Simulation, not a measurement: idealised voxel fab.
process module | voxel wiring stack
cross-section cut | 140 nm wide | cells 5 nm
A cross-section is a grid of square cells, given in bands from the top down. A band is one or more rows of cells.
Each band's line starts with the height of the band's top and of its bottom, in nm. Then come its materials from left to right, each with its width in nm. One material with "throughout" fills the band from edge to edge. "air" is empty space.
Height 0 is the level under which the wafer as received is all one material. The lowest band goes on downwards, as in "0 down".
A width such as "30 to 40" changes by the same amount from each row of cells to the next, from the band's top row to its bottom row.
"no change" after a step means that no cell of the cross-section changed.
closed voids: empty space of 8 cells or more with no open way to the top, each as width x height at its distance from the left edge, in nm
after a step's settings: what the simulator itself notes on the step
overlay nm, on a step with a mask: how far to the right of its planned place the mask lay; to the left if negative
plan
1 op RECEIVE | material Si
2 op CONFORMAL_DEP | material SiO2 | thk nm 10
3 op CONFORMAL_DEP | material SiN | thk nm 5
4 op DIRECTIONAL_DEP | material lowk | thk nm 15
5 op PATTERN | tone open | mask id METAL_1 | material resist | width nm 30 | pitch nm 50 | thk nm 20 | overlay nm 0
6 op DIRECTIONAL_ETCH | etch materials lowk | depth nm 5
7 op DIRECTIONAL_ETCH | etch materials SiN | depth nm 5
8 op STRIP | etch materials resist
9 op CONFORMAL_DEP | material TiN | thk nm 5
10 op FILL_DEP | material Cu | thk nm 5
11 op CMP | height nm 30
12 op CONFORMAL_DEP | material SiCN | thk nm 5
13 op DIRECTIONAL_DEP | material SiO2 | thk nm 30
14 op MASKED_ETCH | tone open | mask id METAL_2_HOLES | width nm 15 | pitch nm 50 | etch materials SiO2 | depth nm 30 | overlay nm 0
15 op DIRECTIONAL_DEP | material aC | thk nm 15
16 op PATTERN | tone open | mask id METAL_2 | material resist | width nm 30 | pitch nm 50 | thk nm 30 | overlay nm 0
17 op DIRECTIONAL_ETCH | etch materials aC | depth nm 15
18 op STRIP | etch materials resist
19 op DIRECTIONAL_ETCH | etch materials SiO2 | depth nm 15
20 op DIRECTIONAL_ETCH | etch materials SiCN | depth nm 5
21 op STRIP | etch materials aC
22 op CONFORMAL_DEP | material TiN | thk nm 5
23 op FILL_DEP | material Cu | thk nm 5
24 op CMP | height nm 65
25 op CONFORMAL_DEP | material SiCN | thk nm 5
26 op DIRECTIONAL_DEP | material lowk | thk nm 10
27 op PATTERN | tone open | mask id PLUG_2 | material resist | width nm 15 | pitch nm 50 | thk nm 15 | overlay nm 0
28 op DIRECTIONAL_ETCH | etch materials lowk | depth nm 10
29 op DIRECTIONAL_ETCH | etch materials SiCN | depth nm 5
30 op STRIP | etch materials resist
31 op EPI | material Ru | thk nm 10
32 op EPI | material Ru | thk nm 5
33 op CONFORMAL_DEP | material SiCN | thk nm 5
34 op DIRECTIONAL_DEP | material lowk | thk nm 15
35 op PATTERN | tone open | mask id METAL_3 | material resist | width nm 30 | pitch nm 50 | thk nm 20 | overlay nm 0
36 op DIRECTIONAL_ETCH | etch materials lowk | depth nm 15
37 op DIRECTIONAL_ETCH | etch materials SiCN | depth nm 5
38 op STRIP | etch materials resist
39 op CONFORMAL_DEP | material TiN | thk nm 5
40 op FILL_DEP | material Ru | thk nm 5
41 op CMP | height nm 100
42 op EPI | material Ru | thk nm 5
43 op FILL_DEP | material SiCN | thk nm 5
44 op DIRECTIONAL_DEP | material lowk | thk nm 30
45 op PATTERN | tone open | mask id METAL_4_HOLES | material resist | width nm 15 | thk nm 20 | overlay nm 0
46 op DIRECTIONAL_ETCH | etch materials lowk | depth nm 30
47 op STRIP | etch materials resist
48 op PATTERN | tone open | mask id METAL_4 | material resist | width nm 30 | pitch nm 50 | thk nm 15 | overlay nm 0
49 op DIRECTIONAL_ETCH | etch materials lowk | depth nm 15
50 op DIRECTIONAL_ETCH | etch materials SiCN | depth nm 5
51 op STRIP | etch materials resist
52 op CONFORMAL_DEP | material TiN | thk nm 5
53 op FILL_DEP | material Cu | thk nm 10
54 op CMP | height nm 140
55 op CONFORMAL_DEP | material SiN | thk nm 5
varied across the wafers: depth nm of step 6. The plan shows the first wafer's value. All wafers start alike
first wafer as received, after step 1
  0 down: Si throughout
  closed voids: none
each wafer at the end: cells of each material gained (+) or lost (-) since it was received, then its closed voids
depth nm 5 | +44 Cu | +58 Ru | +97 SiCN | +56 SiN | +170 SiO2 | +100 TiN | +287 lowk | closed voids: none
depth nm 10 | +52 Cu | +58 Ru | +97 SiCN | +56 SiN | +170 SiO2 | +104 TiN | +275 lowk | closed voids: none
depth nm 15 | +68 Cu | +58 Ru | +97 SiCN | +44 SiN | +170 SiO2 | +112 TiN | +263 lowk | closed voids: none
depth nm 20 | +68 Cu | +58 Ru | +97 SiCN | +44 SiN | +170 SiO2 | +112 TiN | +263 lowk | closed voids: none
depth nm 25 | +68 Cu | +58 Ru | +97 SiCN | +44 SiN | +170 SiO2 | +112 TiN | +263 lowk | closed voids: none
depth nm 30 | +68 Cu | +58 Ru | +97 SiCN | +44 SiN | +170 SiO2 | +112 TiN | +263 lowk | closed voids: none
